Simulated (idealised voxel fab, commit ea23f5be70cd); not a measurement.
The following process module bears the name voxel ribs on slabs.
Cross-section cut: width 295 nm, square cells of 5 nm.
A cross-section is written here as square cells arranged in a grid, and it is given in bands from the top down, each band taking up one or more rows of cells.
The entry gives the band's vertical extent as a top height and a bottom height in nm, then its horizontal make-up as materials from left to right, each with a width in nm. "empty" stands for empty space; a single material marked "everywhere" fills the band edge to edge.
Measure heights from 0. That's the level where, below it, the as-received wafer is all one material. The lowest band is bottomless and extends downward; write it as in "from 0 down".
It should be noted that a width expressed as "30->40" varies in equal increments from row to row of cells within the band, taking the value of the first number at the top row and that of the second number at the bottom row.
The cross-section has no changed cell in any step marked "nothing different".
Basically, "Closed empty spaces" tells you about the enclosed voids: empty spaces with no open way to the top, 8 cells or bigger, each written width x height at distance, where distance is from the left edge, all in nm.
Heads up: the bit after the settings on a step's line is the simulator's remark on that step.
On any step carrying a mask, the "overlay nm" setting, if present on the step's line, tells how far right of its planned place the mask lay; negative values point to the left.

## Listed below are the process steps as planned
1: RECEIVE | material Si
2: DIRECTIONAL_DEP | material SiO2 | thk nm 20
3: DIRECTIONAL_DEP | material SiN | thk nm 25
4: MASKED_ETCH | tone cover | mask id RIB | width nm 30 | etch materials SiN | depth nm 5 | overlay nm 0
5: PATTERN | tone cover | mask id SLAB | material resist | width nm 60 | thk nm 20 | overlay nm 0
6: DIRECTIONAL_ETCH | etch materials SiN | depth nm 20
7: STRIP | etch materials resist
8: FILL_DEP | material SiO2 | thk nm 25
9: CMP | height nm 65
10: DIRECTIONAL_DEP | material W | thk nm 5
11: DIRECTIONAL_DEP | material aC | thk nm 10
12: PATTERN | tone cover | mask id HEATER | material resist | width nm 40 | thk nm 30 | overlay nm 0
13: DIRECTIONAL_ETCH | etch materials aC | depth nm 10
14: STRIP | etch materials resist
15: DIRECTIONAL_ETCH | etch materials W | depth nm 5
16: STRIP | etch materials aC
17: CONFORMAL_DEP | material SiO2 | thk nm 5

## What follows covers the first of two wafers; it ran as planned

## Wafer as received: cross-section following step 1
  from 0 down | Si everywhere
  Closed empty spaces: none

## How the wafer stands in section after step 2
  from 20 to 0 | SiO2 everywhere
  Below a height of 0, the structure has not been altered.

## How the wafer stands in section after step 3
  from 45 to 20 | SiN everywhere
  Below a height of 20, the structure has not been altered.

## How the wafer stands in section after step 4
  from 45 to 40 | 130 of empty, then 30 of SiN, then 135 of empty
  Below a height of 40, the structure has not been altered.

## How the wafer stands in section after step 5
  from 65 to 45 | 115 of empty, then 60 of resist, then 120 of empty
  from 45 to 40 | 115 of empty, then 15 of resist, then 30 of SiN, then 15 of resist, then 120 of empty
  Below a height of 40, the structure has not been altered.

## How the wafer stands in section after step 6
  from 65 to 45 | 115 of empty, then 60 of resist, then 120 of empty
  from 45 to 40 | 115 of empty, then 15 of resist, then 30 of SiN, then 15 of resist, then 120 of empty
  from 40 to 20 | 115 of empty, then 60 of SiN, then 120 of empty
  Below a height of 20, the structure has not been altered.

## How the wafer stands in section after step 7
  from 45 to 40 | 130 of empty, then 30 of SiN, then 135 of empty
  Below a height of 40, the structure has not been altered.

## How the wafer stands in section after step 8
  from 70 to 45 | SiO2 everywhere
  from 45 to 40 | 130 of SiO2, then 30 of SiN, then 135 of SiO2
  from 40 to 20 | 115 of SiO2, then 60 of SiN, then 120 of SiO2
  Below a height of 20, the structure has not been altered.

## How the wafer stands in section after step 9
  from 65 to 45 | SiO2 everywhere
  Below a height of 45, the structure has not been altered.

## How the wafer stands in section after step 10
  from 70 to 65 | W everywhere
  Below a height of 65, the structure has not been altered.

## How the wafer stands in section after step 11
  from 80 to 70 | aC everywhere
  Below a height of 70, the structure has not been altered.

## How the wafer stands in section after step 12
  from 110 to 80 | 125 of empty, then 40 of resist, then 130 of empty
  Below a height of 80, the structure has not been altered.

## How the wafer stands in section after step 13
  from 100 to 80 | 125 of empty, then 40 of resist, then 130 of empty
  from 80 to 70 | 125 of empty, then 40 of aC, then 130 of empty
  Below a height of 70, the structure has not been altered.

## How the wafer stands in section after step 14
  from 80 to 70 | 125 of empty, then 40 of aC, then 130 of empty
  Below a height of 70, the structure has not been altered.

## How the wafer stands in section after step 15
  from 80 to 70 | 125 of empty, then 40 of aC, then 130 of empty
  from 70 to 65 | 125 of empty, then 40 of W, then 130 of empty
  Below a height of 65, the structure has not been altered.

## How the wafer stands in section after step 16
  from 70 to 65 | 125 of empty, then 40 of W, then 130 of empty
  Below a height of 65, the structure has not been altered.

## How the wafer stands in section after step 17
  from 75 to 70 | 120 of empty, then 50 of SiO2, then 125 of empty
  from 70 to 65 | 125 of SiO2, then 40 of W, then 130 of SiO2
  Below a height of 65, the structure has not been altered.

## Wafer two: like wafer one in start and plan, but with one mistake in execution; identical up to and including step 3

## Second wafer shown in cross-section at the time step 4 was slated to end
  from 45 to 30 | 130 of empty, then 30 of SiN, then 135 of empty
  Below a height of 30, the structure has not been altered.

## Second wafer shown in cross-section at the time step 5 was slated to end
  from 65 to 45 | 115 of empty, then 60 of resist, then 120 of empty
  from 45 to 30 | 115 of empty, then 15 of resist, then 30 of SiN, then 15 of resist, then 120 of empty
  Below a height of 30, the structure has not been altered.

## Second wafer shown in cross-section at the time step 6 was slated to end
  from 65 to 45 | 115 of empty, then 60 of resist, then 120 of empty
  from 45 to 30 | 115 of empty, then 15 of resist, then 30 of SiN, then 15 of resist, then 120 of empty
  from 30 to 20 | 115 of empty, then 60 of SiN, then 120 of empty
  Below a height of 20, the structure has not been altered.

## Second wafer shown in cross-section at the time step 7 was slated to end
  from 45 to 30 | 130 of empty, then 30 of SiN, then 135 of empty
  Below a height of 30, the structure has not been altered.

## Second wafer shown in cross-section at the time step 8 was slated to end
  from 70 to 45 | SiO2 everywhere
  from 45 to 30 | 130 of SiO2, then 30 of SiN, then 135 of SiO2
  from 30 to 20 | 115 of SiO2, then 60 of SiN, then 120 of SiO2
  Below a height of 20, the structure has not been altered.

## Second wafer shown in cross-section at the time step 9 was slated to end
  from 65 to 45 | SiO2 everywhere
  Below a height of 45, the structure has not been altered.

## Second wafer shown in cross-section at the time step 10 was slated to end
  from 70 to 65 | W everywhere
  Below a height of 65, the structure has not been altered.

## Second wafer shown in cross-section at the time step 11 was slated to end
  from 80 to 70 | aC everywhere
  Below a height of 70, the structure has not been altered.

## Second wafer shown in cross-section at the time step 12 was slated to end
  from 110 to 80 | 125 of empty, then 40 of resist, then 130 of empty
  Below a height of 80, the structure has not been altered.

## Second wafer shown in cross-section at the time step 13 was slated to end
  from 100 to 80 | 125 of empty, then 40 of resist, then 130 of empty
  from 80 to 70 | 125 of empty, then 40 of aC, then 130 of empty
  Below a height of 70, the structure has not been altered.

## Second wafer shown in cross-section at the time step 14 was slated to end
  from 80 to 70 | 125 of empty, then 40 of aC, then 130 of empty
  Below a height of 70, the structure has not been altered.

## Second wafer shown in cross-section at the time step 15 was slated to end
  from 80 to 70 | 125 of empty, then 40 of aC, then 130 of empty
  from 70 to 65 | 125 of empty, then 40 of W, then 130 of empty
  Below a height of 65, the structure has not been altered.

## Second wafer shown in cross-section at the time step 16 was slated to end
  from 70 to 65 | 125 of empty, then 40 of W, then 130 of empty
  Below a height of 65, the structure has not been altered.

## Second wafer shown in cross-section at the time step 17 was slated to end
  from 75 to 70 | 120 of empty, then 50 of SiO2, then 125 of empty
  from 70 to 65 | 125 of SiO2, then 40 of W, then 130 of SiO2
  Below a height of 65, the structure has not been altered.
Processing error: step 4 ran with different settings than intended, the actual operation and settings being MASKED_ETCH | tone cover | mask id RIB | width nm 30 | etch materials SiN | depth nm 15 | overlay nm 0
End check, counted in cells, second wafer has more or fewer of these materials than the first: SiN -12, SiO2 +12
